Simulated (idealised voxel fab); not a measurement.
Name of the process module below: voxel wiring stack
FYI the section here is cut, 250 nm wide, cells are 5 nm squares.
The cross-sections in this document take the form of a grid made of square cells. They are written out as bands, in order from top to bottom. Each band consists of one or more rows of cells.
Each band's line starts with the height of the band's top and of its bottom, in nm. Then come its materials from left to right, each with its width in nm. One material with "throughout" fills the band from edge to edge. "blank" is empty space.
All heights in this document are referenced to 0, defined as the level beneath which the wafer, as received, consists entirely of one material. The lowest band is not bounded below; it extends indefinitely downward and is written in the form "0 down".
Width spec "30 to 40" -> top row of cells at first value, bottom row at second value, equal per-row change in between.
The designation "nothing changed", where it is given for a processing step, indicates that no cell of the cross-section was altered in the course of that step.
"Voids, enclosed" specifies each empty space that is not open to the top and that occupies no fewer than 8 cells, using the form width x height at distance, the distance measured from the left edge and all three quantities in nm.
Formally, on a step line, whatever follows the settings is a remark that the simulator itself makes on the step.
When a step includes a mask, the "overlay nm" setting on its line states how far to the right of its planned place that mask lay, and negative values state how far to the left.
### These are the steps we planned for the process
- 1: RECEIVE | material Si
- 2: CONFORMAL_DEP | material SiO2 | thk nm 10
- 3: DIRECTIONAL_DEP | material TiN | thk nm 5
- 4: DIRECTIONAL_DEP | material W | thk nm 15
- 5: DIRECTIONAL_DEP | material aC | thk nm 10
- 6: PATTERN | tone cover | mask id METAL_1 | material resist | width nm 30 | pitch nm 50 | thk nm 25 | overlay nm 0
- 7: DIRECTIONAL_ETCH | etch materials aC | depth nm 10
- 8: STRIP | etch materials resist
- 9: DIRECTIONAL_ETCH | etch materials W | depth nm 15
- 10: DIRECTIONAL_ETCH | etch materials TiN | depth nm 5
- 11: STRIP | etch materials aC
- 12: FILL_DEP | material lowk | thk nm 5
- 13: CMP | height nm 30
- 14: CONFORMAL_DEP | material SiCN | thk nm 5
- 15: DIRECTIONAL_DEP | material lowk | thk nm 25
- 16: DIRECTIONAL_DEP | material aC | thk nm 10
- 17: PATTERN | tone open | mask id METAL_2 | material resist | width nm 30 | pitch nm 50 | thk nm 25 | overlay nm 0
- 18: DIRECTIONAL_ETCH | etch materials aC | depth nm 10
- 19: STRIP | etch materials resist
- 20: DIRECTIONAL_ETCH | etch materials lowk | depth nm 15
- 21: STRIP | etch materials aC
- 22: MASKED_ETCH | tone open | mask id METAL_2_HOLES | width nm 15 | pitch nm 50 | etch materials lowk | depth nm 10 | overlay nm 0
- 23: MASKED_ETCH | tone open | mask id METAL_2_HOLES | width nm 15 | pitch nm 50 | etch materials SiCN | depth nm 5 | overlay nm 0
- 24: CONFORMAL_DEP | material TiN | thk nm 5
- 25: FILL_DEP | material Cu | thk nm 10
- 26: CMP | height nm 60
- 27: CONFORMAL_DEP | material SiCN | thk nm 5
- 28: DIRECTIONAL_DEP | material SiO2 | thk nm 15
- 29: PATTERN | tone open | mask id PLUG_2 | material resist | width nm 15 | pitch nm 50 | thk nm 15 | overlay nm 0
- 30: DIRECTIONAL_ETCH | etch materials SiO2 | depth nm 15
- 31: DIRECTIONAL_ETCH | etch materials SiCN | depth nm 5
- 32: STRIP | etch materials resist
- 33: EPI | material Ru | thk nm 10
- 34: EPI | material Ru | thk nm 10
- 35: DIRECTIONAL_DEP | material TiN | thk nm 5
- 36: DIRECTIONAL_DEP | material Ru | thk nm 25
- 37: MASKED_ETCH | tone cover | mask id METAL_3 | width nm 30 | pitch nm 50 | etch materials Ru | depth nm 25 | overlay nm 0
- 38: MASKED_ETCH | tone cover | mask id METAL_3 | width nm 30 | pitch nm 50 | etch materials TiN | depth nm 5 | overlay nm 0
- 39: CONFORMAL_DEP | material SiCN | thk nm 5
- 40: FILL_DEP | material lowk | thk nm 5
- 41: CMP | height nm 110
- 42: CONFORMAL_DEP | material SiCN | thk nm 5
### The cross-section here shows the wafer as received, i.e. in its state after step 1
> 0 down = Si throughout
> Voids, enclosed: none
### Result of the module, cross-sectioned: start per above, plan per above, one error in how it was run
> 115 to 110 = SiCN throughout
> 110 to 85 = lowk=55 / SiCN=5 / Ru=30 / SiCN=5 / lowk=10 / SiCN=5 / Ru=30 / SiCN=5 / lowk=10 / SiCN=5 / Ru=30 / SiCN=5 / lowk=55
> 85 to 80 = SiCN=60 / TiN=30 / SiCN=20 / TiN=30 / SiCN=20 / TiN=30 / SiCN=60
> 80 to 65 = SiO2=60 / Ru=15 / SiO2=35 / Ru=15 / SiO2=35 / Ru=15 / SiO2=75
> 65 to 60 = SiCN=60 / Ru=15 / SiCN=35 / Ru=15 / SiCN=35 / Ru=15 / SiCN=75
> 60 to 50 = lowk=60 / TiN=5 / Cu=25 / TiN=5 / lowk=15 / TiN=5 / Cu=25 / TiN=5 / lowk=15 / TiN=5 / Cu=25 / TiN=5 / lowk=55
> 50 to 45 = lowk=60 / TiN=5 / Cu=5 / TiN=25 / lowk=15 / TiN=5 / Cu=5 / TiN=25 / lowk=15 / TiN=5 / Cu=5 / TiN=25 / lowk=55
> 45 to 35 = lowk=60 / TiN=5 / Cu=5 / TiN=5 / lowk=35 / TiN=5 / Cu=5 / TiN=5 / lowk=35 / TiN=5 / Cu=5 / TiN=5 / lowk=75
> 35 to 30 = SiCN=60 / TiN=15 / SiCN=35 / TiN=15 / SiCN=35 / TiN=15 / SiCN=75
> 30 to 15 = lowk=60 / W=30 / lowk=20 / W=30 / lowk=20 / W=30 / lowk=60
> 15 to 10 = lowk=60 / TiN=30 / lowk=20 / TiN=30 / lowk=20 / TiN=30 / lowk=60
> 10 to 0 = SiO2 throughout
> 0 down = Si throughout
> Voids, enclosed: none
What went wrong in running the wafer? step 17 changed vs plan, executed as PATTERN | tone open | mask id METAL_2 | material resist | width nm 35 | pitch nm 50 | thk nm 25 | overlay nm 0
